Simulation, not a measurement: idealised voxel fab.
Presented below is a process module, voxel transistor to metal.
Each square cell in cross-section cut measures 5 nm, and the section as a whole is 175 nm wide.
For the purposes of this document, a cross-section shall be understood as a grid of square cells, specified as bands listed in top-to-bottom order, each band consisting of one or more rows of cells. Basically the band line says how high the top is and how high the bottom is, in nm, and then what's in it from left to right, every material with its width in nm. Empty space shows up as "air", and if a single material carries "edge to edge" it runs the full band edge to edge. Zero point of the height axis is 0; under it, received wafer = one material. Lowest band: continues down indefinitely, "0..down". Note: "30..40" means the width goes from the first number (top row of the band) to the second number (bottom row) in equal steps per row of cells. It should be understood that the words "all unchanged", when stated for a given step, signify that the cross-section underwent no change in any of its cells during that step. "Completely sealed voids" lists enclosed empty spaces (at least 8 cells, no open path upward to the top), each as width x height at distance from the left edge, in nm. Where a step's line continues beyond its settings, the continuation is a remark by the simulator itself on that step. The "overlay nm" setting may appear on a step's line; for a step that uses a mask, it gives how far to the right of its planned position the mask lay, and a negative value indicates the left.

**The planned process steps are enumerated hereunder**
1. RECEIVE with material Si
2. CONFORMAL_DEP with material SiO2, thk nm 5
3. CONFORMAL_DEP with material SiN, thk nm 10
4. DIRECTIONAL_DEP with material aC, thk nm 15
5. PATTERN with tone cover, mask id ACTIVE, material resist, width nm 115, thk nm 35, overlay nm 0
6. DIRECTIONAL_ETCH with etch materials aC, depth nm 15
7. STRIP with etch materials resist
8. DIRECTIONAL_ETCH with etch materials SiN, depth nm 10
9. DIRECTIONAL_ETCH with etch materials SiO2, depth nm 5
10. DIRECTIONAL_ETCH with etch materials Si, depth nm 35
11. STRIP with etch materials aC
12. OXIDIZE with depth nm 5
13. FILL_DEP with material SiO2, thk nm 10
14. CMP with height nm 15
15. SELECTIVE_ETCH with etch materials SiO2, depth nm 5
16. STRIP with etch materials SiN
17. SELECTIVE_ETCH with etch materials SiO2, depth nm 5
18. OXIDIZE with depth nm 5
19. DIRECTIONAL_DEP with material polySi, thk nm 30
20. DIRECTIONAL_DEP with material SiCN, thk nm 10
21. DIRECTIONAL_DEP with material aC, thk nm 15
22. PATTERN with tone cover, mask id GATE, material resist, width nm 25, thk nm 30, overlay nm 0
23. DIRECTIONAL_ETCH with etch materials aC, depth nm 15
24. STRIP with etch materials resist
25. DIRECTIONAL_ETCH with etch materials SiCN, depth nm 20
26. DIRECTIONAL_ETCH with etch materials polySi, depth nm 40
27. STRIP with etch materials aC
28. CONFORMAL_DEP with material SiN, thk nm 10
29. DIRECTIONAL_ETCH with etch materials SiN, depth nm 10
30. DIRECTIONAL_ETCH with etch materials SiO2, depth nm 5
31. DIRECTIONAL_ETCH with etch materials Si, depth nm 5
32. EPI with material pSi, thk nm 5
33. FILL_DEP with material SiO2, thk nm 5
34. CMP with height nm 30
35. STRIP with etch materials polySi
36. SELECTIVE_ETCH with etch materials SiO2, depth nm 5
37. CONFORMAL_DEP with material HfO2, thk nm 5
38. CONFORMAL_DEP with material TiN, thk nm 5
39. FILL_DEP with material W, thk nm 10
40. CMP with height nm 25
41. DIRECTIONAL_DEP with material SiO2, thk nm 15
42. DIRECTIONAL_DEP with material aC, thk nm 15
43. PATTERN with tone open, mask id CONTACT, material resist, width nm 15, pitch nm 80, thk nm 35, overlay nm 0
44. DIRECTIONAL_ETCH with etch materials aC, depth nm 15
45. STRIP with etch materials resist
46. DIRECTIONAL_ETCH with etch materials SiO2, depth nm 45
47. STRIP with etch materials aC
48. CONFORMAL_DEP with material TiN, thk nm 5
49. FILL_DEP with material Ru, thk nm 10
50. CMP with height nm 40
51. DIRECTIONAL_DEP with material TiN, thk nm 5
52. DIRECTIONAL_DEP with material W, thk nm 15
53. MASKED_ETCH with tone cover, mask id METAL_1, width nm 15, pitch nm 80, etch materials W, depth nm 15, overlay nm 0
54. MASKED_ETCH with tone cover, mask id METAL_1, width nm 15, pitch nm 80, etch materials TiN, depth nm 5, overlay nm 0
55. CONFORMAL_DEP with material SiN, thk nm 5
56. FILL_DEP with material SiO2, thk nm 10
57. CMP with height nm 60
58. CONFORMAL_DEP with material SiCN, thk nm 5

**On the first of the two wafers: run conducted according to plan**

**Here's what the wafer looked like in cross-section when it arrived - that's after step 1**
  0..down = Si edge to edge
  Completely sealed voids: none

**Cross-section of the wafer subsequent to step 2**
  5..0 = SiO2 edge to edge
  Note: structure below 0 unchanged.

**Cross-section of the wafer subsequent to step 3**
  15..5 = SiN edge to edge
  Note: structure below 5 unchanged.

**Cross-section of the wafer subsequent to step 4**
  30..15 = aC edge to edge
  Note: structure below 15 unchanged.

**Cross-section of the wafer subsequent to step 5**
  65..30 = air: 30, then resist: 115, then air: 30
  Note: structure below 30 unchanged.

**Cross-section of the wafer subsequent to step 6**
  50..30 = air: 30, then resist: 115, then air: 30
  30..15 = air: 30, then aC: 115, then air: 30
  Note: structure below 15 unchanged.

**Cross-section of the wafer subsequent to step 7**
  30..15 = air: 30, then aC: 115, then air: 30
  Note: structure below 15 unchanged.

**Cross-section of the wafer subsequent to step 8**
  30..15 = air: 30, then aC: 115, then air: 30
  15..5 = air: 30, then SiN: 115, then air: 30
  Note: structure below 5 unchanged.

**Cross-section of the wafer subsequent to step 9**
  30..15 = air: 30, then aC: 115, then air: 30
  15..5 = air: 30, then SiN: 115, then air: 30
  5..0 = air: 30, then SiO2: 115, then air: 30
  Note: structure below 0 unchanged.

**Cross-section of the wafer subsequent to step 10**
  30..15 = air: 30, then aC: 115, then air: 30
  15..5 = air: 30, then SiN: 115, then air: 30
  5..0 = air: 30, then SiO2: 115, then air: 30
  0..-35 = air: 30, then Si: 115, then air: 30
  Note: structure below -35 unchanged.

**Cross-section of the wafer subsequent to step 11**
  15..5 = air: 30, then SiN: 115, then air: 30
  Note: structure below 5 unchanged.

**Cross-section of the wafer subsequent to step 12**
  15..5 = air: 30, then SiN: 115, then air: 30
  5..0 = air: 30, then SiO2: 115, then air: 30
  0..-35 = air: 30, then SiO2: 5, then Si: 105, then SiO2: 5, then air: 30
  -35..-40 = SiO2: 35, then Si: 105, then SiO2: 35
  Note: structure below -40 unchanged.

**Cross-section of the wafer subsequent to step 13**
  25..15 = SiO2 edge to edge
  15..5 = SiO2: 30, then SiN: 115, then SiO2: 30
  5..0 = SiO2 edge to edge
  0..-40 = SiO2: 35, then Si: 105, then SiO2: 35
  Note: structure below -40 unchanged.

**Cross-section of the wafer subsequent to step 14**
  15..5 = SiO2: 30, then SiN: 115, then SiO2: 30
  Note: structure below 5 unchanged.

**Cross-section of the wafer subsequent to step 15**
  15..10 = air: 30, then SiN: 115, then air: 30
  Note: structure below 10 unchanged.

**Cross-section of the wafer subsequent to step 16**
  10..5 = SiO2: 30, then air: 115, then SiO2: 30
  Note: structure below 5 unchanged.

**Cross-section of the wafer subsequent to step 17**
  5..0 = SiO2: 25, then air: 125, then SiO2: 25
  Note: structure below 0 unchanged.

**Cross-section of the wafer subsequent to step 18**
  5..0 = SiO2: 25, then air: 125, then SiO2: 25
  0..-5 = SiO2 edge to edge
  Note: structure below -5 unchanged.

**Cross-section of the wafer subsequent to step 19**
  35..30 = polySi: 25, then air: 125, then polySi: 25
  30..5 = polySi edge to edge
  5..0 = SiO2: 25, then polySi: 125, then SiO2: 25
  Note: structure below 0 unchanged.

**Cross-section of the wafer subsequent to step 20**
  45..40 = SiCN: 25, then air: 125, then SiCN: 25
  40..35 = SiCN edge to edge
  35..30 = polySi: 25, then SiCN: 125, then polySi: 25
  Note: structure below 30 unchanged.

**Cross-section of the wafer subsequent to step 21**
  60..55 = aC: 25, then air: 125, then aC: 25
  55..45 = aC edge to edge
  45..40 = SiCN: 25, then aC: 125, then SiCN: 25
  Note: structure below 40 unchanged.

**Cross-section of the wafer subsequent to step 22**
  90..60 = air: 75, then resist: 25, then air: 75
  60..55 = aC: 25, then air: 50, then resist: 25, then air: 50, then aC: 25
  Note: structure below 55 unchanged.

**Cross-section of the wafer subsequent to step 23**
  75..55 = air: 75, then resist: 25, then air: 75
  55..45 = air: 75, then aC: 25, then air: 75
  45..40 = SiCN: 25, then air: 50, then aC: 25, then air: 50, then SiCN: 25
  Note: structure below 40 unchanged.

**Cross-section of the wafer subsequent to step 24**
  55..45 = air: 75, then aC: 25, then air: 75
  Note: structure below 45 unchanged.

**Cross-section of the wafer subsequent to step 25**
  55..40 = air: 75, then aC: 25, then air: 75
  40..35 = air: 75, then SiCN: 25, then air: 75
  35..30 = polySi: 25, then air: 50, then SiCN: 25, then air: 50, then polySi: 25
  Note: structure below 30 unchanged.

**Cross-section of the wafer subsequent to step 26**
  55..40 = air: 75, then aC: 25, then air: 75
  40..30 = air: 75, then SiCN: 25, then air: 75
  30..5 = air: 75, then polySi: 25, then air: 75
  5..0 = SiO2: 25, then air: 50, then polySi: 25, then air: 50, then SiO2: 25
  Note: structure below 0 unchanged.

**Cross-section of the wafer subsequent to step 27**
  40..30 = air: 75, then SiCN: 25, then air: 75
  Note: structure below 30 unchanged.

**Cross-section of the wafer subsequent to step 28**
  50..40 = air: 65, then SiN: 45, then air: 65
  40..30 = air: 65, then SiN: 10, then SiCN: 25, then SiN: 10, then air: 65
  30..15 = air: 65, then SiN: 10, then polySi: 25, then SiN: 10, then air: 65
  15..10 = SiN: 35, then air: 30, then SiN: 10, then polySi: 25, then SiN: 10, then air: 30, then SiN: 35
  10..5 = SiN: 75, then polySi: 25, then SiN: 75
  5..0 = SiO2: 25, then SiN: 50, then polySi: 25, then SiN: 50, then SiO2: 25
  Note: structure below 0 unchanged.

**Cross-section of the wafer subsequent to step 29**
  40..30 = air: 65, then SiN: 10, then SiCN: 25, then SiN: 10, then air: 65
  30..5 = air: 65, then SiN: 10, then polySi: 25, then SiN: 10, then air: 65
  5..0 = SiO2: 25, then SiN: 10, then air: 30, then SiN: 10, then polySi: 25, then SiN: 10, then air: 30, then SiN: 10, then SiO2: 25
  Note: structure below 0 unchanged.

**Cross-section of the wafer subsequent to step 30**
  40..30 = air: 65, then SiN: 10, then SiCN: 25, then SiN: 10, then air: 65
  30..5 = air: 65, then SiN: 10, then polySi: 25, then SiN: 10, then air: 65
  5..0 = air: 25, then SiN: 10, then air: 30, then SiN: 10, then polySi: 25, then SiN: 10, then air: 30, then SiN: 10, then air: 25
  0..-5 = SiO2: 35, then air: 30, then SiO2: 45, then air: 30, then SiO2: 35
  Note: structure below -5 unchanged.

**Cross-section of the wafer subsequent to step 31**
  40..30 = air: 65, then SiN: 10, then SiCN: 25, then SiN: 10, then air: 65
  30..5 = air: 65, then SiN: 10, then polySi: 25, then SiN: 10, then air: 65
  5..0 = air: 25, then SiN: 10, then air: 30, then SiN: 10, then polySi: 25, then SiN: 10, then air: 30, then SiN: 10, then air: 25
  0..-5 = SiO2: 35, then air: 30, then SiO2: 45, then air: 30, then SiO2: 35
  -5..-10 = SiO2: 35, then air: 30, then Si: 45, then air: 30, then SiO2: 35
  Note: structure below -10 unchanged.

**Cross-section of the wafer subsequent to step 32**
  40..30 = air: 65, then SiN: 10, then SiCN: 25, then SiN: 10, then air: 65
  30..5 = air: 65, then SiN: 10, then polySi: 25, then SiN: 10, then air: 65
  5..0 = air: 25, then SiN: 10, then air: 30, then SiN: 10, then polySi: 25, then SiN: 10, then air: 30, then SiN: 10, then air: 25
  0..-5 = SiO2: 35, then air: 25, then pSi: 5, then SiO2: 45, then pSi: 5, then air: 25, then SiO2: 35
  -5..-10 = SiO2: 35, then pSi: 30, then Si: 45, then pSi: 30, then SiO2: 35
  Note: structure below -10 unchanged.

**Cross-section of the wafer subsequent to step 33**
  45..40 = SiO2 edge to edge
  40..30 = SiO2: 65, then SiN: 10, then SiCN: 25, then SiN: 10, then SiO2: 65
  30..5 = SiO2: 65, then SiN: 10, then polySi: 25, then SiN: 10, then SiO2: 65
  5..0 = SiO2: 25, then SiN: 10, then SiO2: 30, then SiN: 10, then polySi: 25, then SiN: 10, then SiO2: 30, then SiN: 10, then SiO2: 25
  0..-5 = SiO2: 60, then pSi: 5, then SiO2: 45, then pSi: 5, then SiO2: 60
  Note: structure below -5 unchanged.

**Cross-section of the wafer subsequent to step 34**
  30..5 = SiO2: 65, then SiN: 10, then polySi: 25, then SiN: 10, then SiO2: 65
  Note: structure below 5 unchanged.

**Cross-section of the wafer subsequent to step 35**
  30..5 = SiO2: 65, then SiN: 10, then air: 25, then SiN: 10, then SiO2: 65
  5..0 = SiO2: 25, then SiN: 10, then SiO2: 30, then SiN: 10, then air: 25, then SiN: 10, then SiO2: 30, then SiN: 10, then SiO2: 25
  Note: structure below 0 unchanged.

**Cross-section of the wafer subsequent to step 36**
  30..25 = air: 65, then SiN: 10, then air: 25, then SiN: 10, then air: 65
  25..5 = SiO2: 65, then SiN: 10, then air: 25, then SiN: 10, then SiO2: 65
  5..0 = SiO2: 25, then SiN: 10, then SiO2: 30, then SiN: 10, then air: 25, then SiN: 10, then SiO2: 30, then SiN: 10, then SiO2: 25
  0..-5 = SiO2: 60, then pSi: 5, then SiO2: 5, then air: 35, then SiO2: 5, then pSi: 5, then SiO2: 60
  Note: structure below -5 unchanged.

**Cross-section of the wafer subsequent to step 37**
  35..30 = air: 60, then HfO2: 20, then air: 15, then HfO2: 20, then air: 60
  30..25 = HfO2: 65, then SiN: 10, then HfO2: 5, then air: 15, then HfO2: 5, then SiN: 10, then HfO2: 65
  25..5 = SiO2: 65, then SiN: 10, then HfO2: 5, then air: 15, then HfO2: 5, then SiN: 10, then SiO2: 65
  5..0 = SiO2: 25, then SiN: 10, then SiO2: 30, then SiN: 10, then HfO2: 5, then air: 15, then HfO2: 5, then SiN: 10, then SiO2: 30, then SiN: 10, then SiO2: 25
  0..-5 = SiO2: 60, then pSi: 5, then SiO2: 5, then HfO2: 35, then SiO2: 5, then pSi: 5, then SiO2: 60
  Note: structure below -5 unchanged.

**Cross-section of the wafer subsequent to step 38**
  40..35 = air: 55, then TiN: 30, then air: 5, then TiN: 30, then air: 55
  35..30 = TiN: 60, then HfO2: 20, then TiN: 5, then air: 5, then TiN: 5, then HfO2: 20, then TiN: 60
  30..25 = HfO2: 65, then SiN: 10, then HfO2: 5, then TiN: 5, then air: 5, then TiN: 5, then HfO2: 5, then SiN: 10, then HfO2: 65
  25..5 = SiO2: 65, then SiN: 10, then HfO2: 5, then TiN: 5, then air: 5, then TiN: 5, then HfO2: 5, then SiN: 10, then SiO2: 65
  5..0 = SiO2: 25, then SiN: 10, then SiO2: 30, then SiN: 10, then HfO2: 5, then TiN: 15, then HfO2: 5, then SiN: 10, then SiO2: 30, then SiN: 10, then SiO2: 25
  Note: structure below 0 unchanged.

**Cross-section of the wafer subsequent to step 39**
  50..40 = W edge to edge
  40..35 = W: 55, then TiN: 30, then W: 5, then TiN: 30, then W: 55
  35..30 = TiN: 60, then HfO2: 20, then TiN: 5, then W: 5, then TiN: 5, then HfO2: 20, then TiN: 60
  30..25 = HfO2: 65, then SiN: 10, then HfO2: 5, then TiN: 5, then W: 5, then TiN: 5, then HfO2: 5, then SiN: 10, then HfO2: 65
  25..5 = SiO2: 65, then SiN: 10, then HfO2: 5, then TiN: 5, then W: 5, then TiN: 5, then HfO2: 5, then SiN: 10, then SiO2: 65
  Note: structure below 5 unchanged.

**Cross-section of the wafer subsequent to step 40**
  25..5 = SiO2: 65, then SiN: 10, then HfO2: 5, then TiN: 5, then W: 5, then TiN: 5, then HfO2: 5, then SiN: 10, then SiO2: 65
  Note: structure below 5 unchanged.

**Cross-section of the wafer subsequent to step 41**
  40..25 = SiO2 edge to edge
  Note: structure below 25 unchanged.

**Cross-section of the wafer subsequent to step 42**
  55..40 = aC edge to edge
  Note: structure below 40 unchanged.

**Cross-section of the wafer subsequent to step 43**
  90..55 = resist: 40, then air: 15, then resist: 65, then air: 15, then resist: 40
  Note: structure below 55 unchanged.

**Cross-section of the wafer subsequent to step 44**
  75..55 = resist: 40, then air: 15, then resist: 65, then air: 15, then resist: 40
  55..40 = aC: 40, then air: 15, then aC: 65, then air: 15, then aC: 40
  Note: structure below 40 unchanged.

**Cross-section of the wafer subsequent to step 45**
  55..40 = aC: 40, then air: 15, then aC: 65, then air: 15, then aC: 40
  Note: structure below 40 unchanged.

**Cross-section of the wafer subsequent to step 46**
  55..40 = aC: 40, then air: 15, then aC: 65, then air: 15, then aC: 40
  40..25 = SiO2: 40, then air: 15, then SiO2: 65, then air: 15, then SiO2: 40
  25..5 = SiO2: 40, then air: 15, then SiO2: 10, then SiN: 10, then HfO2: 5, then TiN: 5, then W: 5, then TiN: 5, then HfO2: 5, then SiN: 10, then SiO2: 10, then air: 15, then SiO2: 40
  5..0 = SiO2: 25, then SiN: 10, then SiO2: 5, then air: 15, then SiO2: 10, then SiN: 10, then HfO2: 5, then TiN: 15, then HfO2: 5, then SiN: 10, then SiO2: 10, then air: 15, then SiO2: 5, then SiN: 10, then SiO2: 25
  0..-5 = SiO2: 40, then air: 15, then SiO2: 5, then pSi: 5, then SiO2: 5, then HfO2: 35, then SiO2: 5, then pSi: 5, then SiO2: 5, then air: 15, then SiO2: 40
  Note: structure below -5 unchanged.

**Cross-section of the wafer subsequent to step 47**
  40..25 = SiO2: 40, then air: 15, then SiO2: 65, then air: 15, then SiO2: 40
  Note: structure below 25 unchanged.

**Cross-section of the wafer subsequent to step 48**
  45..40 = TiN: 45, then air: 5, then TiN: 75, then air: 5, then TiN: 45
  40..25 = SiO2: 40, then TiN: 5, then air: 5, then TiN: 5, then SiO2: 65, then TiN: 5, then air: 5, then TiN: 5, then SiO2: 40
  25..5 = SiO2: 40, then TiN: 5, then air: 5, then TiN: 5, then SiO2: 10, then SiN: 10, then HfO2: 5, then TiN: 5, then W: 5, then TiN: 5, then HfO2: 5, then SiN: 10, then SiO2: 10, then TiN: 5, then air: 5, then TiN: 5, then SiO2: 40
  5..0 = SiO2: 25, then SiN: 10, then SiO2: 5, then TiN: 5, then air: 5, then TiN: 5, then SiO2: 10, then SiN: 10, then HfO2: 5, then TiN: 15, then HfO2: 5, then SiN: 10, then SiO2: 10, then TiN: 5, then air: 5, then TiN: 5, then SiO2: 5, then SiN: 10, then SiO2: 25
  0..-5 = SiO2: 40, then TiN: 15, then SiO2: 5, then pSi: 5, then SiO2: 5, then HfO2: 35, then SiO2: 5, then pSi: 5, then SiO2: 5, then TiN: 15, then SiO2: 40
  Note: structure below -5 unchanged.

**Cross-section of the wafer subsequent to step 49**
  55..45 = Ru edge to edge
  45..40 = TiN: 45, then Ru: 5, then TiN: 75, then Ru: 5, then TiN: 45
  40..25 = SiO2: 40, then TiN: 5, then Ru: 5, then TiN: 5, then SiO2: 65, then TiN: 5, then Ru: 5, then TiN: 5, then SiO2: 40
  25..5 = SiO2: 40, then TiN: 5, then Ru: 5, then TiN: 5, then SiO2: 10, then SiN: 10, then HfO2: 5, then TiN: 5, then W: 5, then TiN: 5, then HfO2: 5, then SiN: 10, then SiO2: 10, then TiN: 5, then Ru: 5, then TiN: 5, then SiO2: 40
  5..0 = SiO2: 25, then SiN: 10, then SiO2: 5, then TiN: 5, then Ru: 5, then TiN: 5, then SiO2: 10, then SiN: 10, then HfO2: 5, then TiN: 15, then HfO2: 5, then SiN: 10, then SiO2: 10, then TiN: 5, then Ru: 5, then TiN: 5, then SiO2: 5, then SiN: 10, then SiO2: 25
  Note: structure below 0 unchanged.

**Cross-section of the wafer subsequent to step 50**
  40..25 = SiO2: 40, then TiN: 5, then Ru: 5, then TiN: 5, then SiO2: 65, then TiN: 5, then Ru: 5, then TiN: 5, then SiO2: 40
  Note: structure below 25 unchanged.

**Cross-section of the wafer subsequent to step 51**
  45..40 = TiN edge to edge
  Note: structure below 40 unchanged.

**Cross-section of the wafer subsequent to step 52**
  60..45 = W edge to edge
  Note: structure below 45 unchanged.

**Cross-section of the wafer subsequent to step 53**
  60..45 = air: 40, then W: 15, then air: 65, then W: 15, then air: 40
  Note: structure below 45 unchanged.

**Cross-section of the wafer subsequent to step 54**
  60..45 = air: 40, then W: 15, then air: 65, then W: 15, then air: 40
  45..40 = air: 40, then TiN: 15, then air: 65, then TiN: 15, then air: 40
  Note: structure below 40 unchanged.

**Cross-section of the wafer subsequent to step 55**
  65..60 = air: 35, then SiN: 25, then air: 55, then SiN: 25, then air: 35
  60..45 = air: 35, then SiN: 5, then W: 15, then SiN: 5, then air: 55, then SiN: 5, then W: 15, then SiN: 5, then air: 35
  45..40 = SiN: 40, then TiN: 15, then SiN: 65, then TiN: 15, then SiN: 40
  Note: structure below 40 unchanged.

**Cross-section of the wafer subsequent to step 56**
  75..65 = SiO2 edge to edge
  65..60 = SiO2: 35, then SiN: 25, then SiO2: 55, then SiN: 25, then SiO2: 35
  60..45 = SiO2: 35, then SiN: 5, then W: 15, then SiN: 5, then SiO2: 55, then SiN: 5, then W: 15, then SiN: 5, then SiO2: 35
  Note: structure below 45 unchanged.

**Cross-section of the wafer subsequent to step 57**
  60..45 = SiO2: 35, then SiN: 5, then W: 15, then SiN: 5, then SiO2: 55, then SiN: 5, then W: 15, then SiN: 5, then SiO2: 35
  Note: structure below 45 unchanged.

**Cross-section of the wafer subsequent to step 58**
  65..60 = SiCN edge to edge
  Note: structure below 60 unchanged.

**Here the second wafer is described. Its start and its plan were those of the first wafer. Its run contained one mistake. Up to and including step 52, it did exactly what the first wafer did**

**Here is the second wafer in cross-section at the point where step 53 of the plan should have been done**
  60..45 = W: 40, then air: 15, then W: 65, then air: 15, then W: 40
  Note: structure below 45 unchanged.

Here is the second wafer in cross-section at the point where step 54 of the plan should have been done: all unchanged

**Here is the second wafer in cross-section at the point where step 55 of the plan should have been done**
  65..60 = SiN: 45, then air: 5, then SiN: 75, then air: 5, then SiN: 45
  60..50 = W: 40, then SiN: 5, then air: 5, then SiN: 5, then W: 65, then SiN: 5, then air: 5, then SiN: 5, then W: 40
  50..45 = W: 40, then SiN: 15, then W: 65, then SiN: 15, then W: 40
  Note: structure below 45 unchanged.

**Here is the second wafer in cross-section at the point where step 56 of the plan should have been done**
  75..65 = SiO2 edge to edge
  65..60 = SiN: 45, then SiO2: 5, then SiN: 75, then SiO2: 5, then SiN: 45
  60..50 = W: 40, then SiN: 5, then SiO2: 5, then SiN: 5, then W: 65, then SiN: 5, then SiO2: 5, then SiN: 5, then W: 40
  Note: structure below 50 unchanged.

**Here is the second wafer in cross-section at the point where step 57 of the plan should have been done**
  60..50 = W: 40, then SiN: 5, then SiO2: 5, then SiN: 5, then W: 65, then SiN: 5, then SiO2: 5, then SiN: 5, then W: 40
  Note: structure below 50 unchanged.

**Here is the second wafer in cross-section at the point where step 58 of the plan should have been done**
  65..60 = SiCN edge to edge
  Note: structure below 60 unchanged.
The mistake made against the process plan was this: step 53: run off-plan, actual operation and settings MASKED_ETCH with tone open, mask id METAL_1, width nm 15, pitch nm 80, etch materials W, depth nm 15, overlay nm 0
At the finish, the second wafer shows more or fewer cells for some materials than the first does: SiN: 27 fewer | SiO2: 71 fewer | TiN: 29 more | W: 69 more
